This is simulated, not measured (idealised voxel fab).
Module name: voxel self aligned vias (process module)
Cross-section cut spans 250 nm and uses square cells 5 nm in size.
Reading order for cross-sections: top band down to bottom band. Underlying form: a grid of square cells. Band size: one or more rows of cells.
What a band's entry tells you: where the top is and where the bottom is, as heights in nm, and after that what lies inside, material by material from left to right, each with its width in nm. Empty space is written as the word "blank", and a single material marked with the word "throughout" occupies the band from edge to edge.
For the purposes of this specification, 0 denotes the height below which the wafer in its as-received condition is composed wholly of one material, and the lowermost band, lacking a lower limit, extends downward without end, as expressed in "0..down".
A width given as "30..40" starts at the first number in the band's top row and ends at the second number in its bottom row, shifting by an equal amount at every step from row to row.
The designation "nothing changed", where it is given for a processing step, indicates that no cell of the cross-section was altered in the course of that step.
Any empty space of 8 cells or more lacking an open way to the top shows up in "Voids, sealed" as width x height at distance, distance from the left edge, in nm.
That trailing text on a step's line, after the settings, is the simulator's own remark on the step.
overlay nm: mask right of planned place by this much (step with mask). Neg. = left.

This section lists the process steps that were planned
1) RECEIVE: material Si
2) CONFORMAL_DEP: material SiO2, thk nm 15
3) CONFORMAL_DEP: material SiCN, thk nm 5
4) DIRECTIONAL_DEP: material SiO2, thk nm 20
5) MASKED_ETCH: tone open, mask id LINES, width nm 20, pitch nm 60, etch materials SiO2, depth nm 20, overlay nm 0
6) CONFORMAL_DEP: material TiN, thk nm 5
7) FILL_DEP: material Ru, thk nm 5
8) CMP: height nm 40
9) SELECTIVE_ETCH: etch materials W Ru TiN, depth nm 10
10) FILL_DEP: material SiN, thk nm 5
11) CMP: height nm 40
12) DIRECTIONAL_DEP: material SiO2, thk nm 15
13) PATTERN: tone open, mask id VIAS, material resist, width nm 30, pitch nm 120, thk nm 20, overlay nm 0
14) DIRECTIONAL_ETCH: etch materials SiO2, depth nm 15
15) DIRECTIONAL_ETCH: etch materials SiN, depth nm 10
16) STRIP: etch materials resist
17) CONFORMAL_DEP: material TiN, thk nm 5
18) FILL_DEP: material Ru, thk nm 10
19) CMP: height nm 55
20) CONFORMAL_DEP: material SiN, thk nm 5
Heads up: all these wafers start the same, and what changes between them is the thk nm in step 20. The value you see in the plan is just what the first wafer got.

As-received state after step 1, first of several wafers, cross-section
- 0..down  Si throughout
- Voids, sealed: none

Cross-section of the first of several wafers once the module has run through its last step, step 20
- 60..55  SiN throughout
- 55..45  50 SiO2 | 5 TiN | 20 Ru | 5 TiN | 90 SiO2 | 5 TiN | 20 Ru | 5 TiN | 50 SiO2
- 45..40  50 SiO2 | 10 TiN | 10 Ru | 10 TiN | 90 SiO2 | 10 TiN | 10 Ru | 10 TiN | 50 SiO2
- 40..35  55 SiO2 | 5 TiN | 10 Ru | 5 TiN | 40 SiO2 | 20 SiN | 40 SiO2 | 5 TiN | 10 Ru | 5 TiN | 55 SiO2
- 35..30  55 SiO2 | 20 TiN | 40 SiO2 | 20 SiN | 40 SiO2 | 20 TiN | 55 SiO2
- 30..25  55 SiO2 | 5 TiN | 10 Ru | 5 TiN | 40 SiO2 | 5 TiN | 10 Ru | 5 TiN | 40 SiO2 | 5 TiN | 10 Ru | 5 TiN | 55 SiO2
- 25..20  55 SiO2 | 20 TiN | 40 SiO2 | 20 TiN | 40 SiO2 | 20 TiN | 55 SiO2
- 20..15  SiCN throughout
- 15..0  SiO2 throughout
- 0..down  Si throughout
- Voids, sealed: none

Last wafer x-sec, end of module
- 75..55  SiN throughout
- 55..45  50 SiO2 | 5 TiN | 20 Ru | 5 TiN | 90 SiO2 | 5 TiN | 20 Ru | 5 TiN | 50 SiO2
- 45..40  50 SiO2 | 10 TiN | 10 Ru | 10 TiN | 90 SiO2 | 10 TiN | 10 Ru | 10 TiN | 50 SiO2
- 40..35  55 SiO2 | 5 TiN | 10 Ru | 5 TiN | 40 SiO2 | 20 SiN | 40 SiO2 | 5 TiN | 10 Ru | 5 TiN | 55 SiO2
- 35..30  55 SiO2 | 20 TiN | 40 SiO2 | 20 SiN | 40 SiO2 | 20 TiN | 55 SiO2
- 30..25  55 SiO2 | 5 TiN | 10 Ru | 5 TiN | 40 SiO2 | 5 TiN | 10 Ru | 5 TiN | 40 SiO2 | 5 TiN | 10 Ru | 5 TiN | 55 SiO2
- 25..20  55 SiO2 | 20 TiN | 40 SiO2 | 20 TiN | 40 SiO2 | 20 TiN | 55 SiO2
- 20..15  SiCN throughout
- 15..0  SiO2 throughout
- 0..down  Si throughout
- Voids, sealed: none

Take any row and you have a wafer at the end of the module: how many cells of each material it has gained (+) or lost (-) since it was received, and then its closed voids
thk nm 5, +30 Ru, +50 SiCN, +58 SiN, +416 SiO2, +46 TiN, Voids, sealed: none
thk nm 10, +30 Ru, +50 SiCN, +108 SiN, +416 SiO2, +46 TiN, Voids, sealed: none
thk nm 15, +30 Ru, +50 SiCN, +158 SiN, +416 SiO2, +46 TiN, Voids, sealed: none
thk nm 20, +30 Ru, +50 SiCN, +208 SiN, +416 SiO2, +46 TiN, Voids, sealed: none
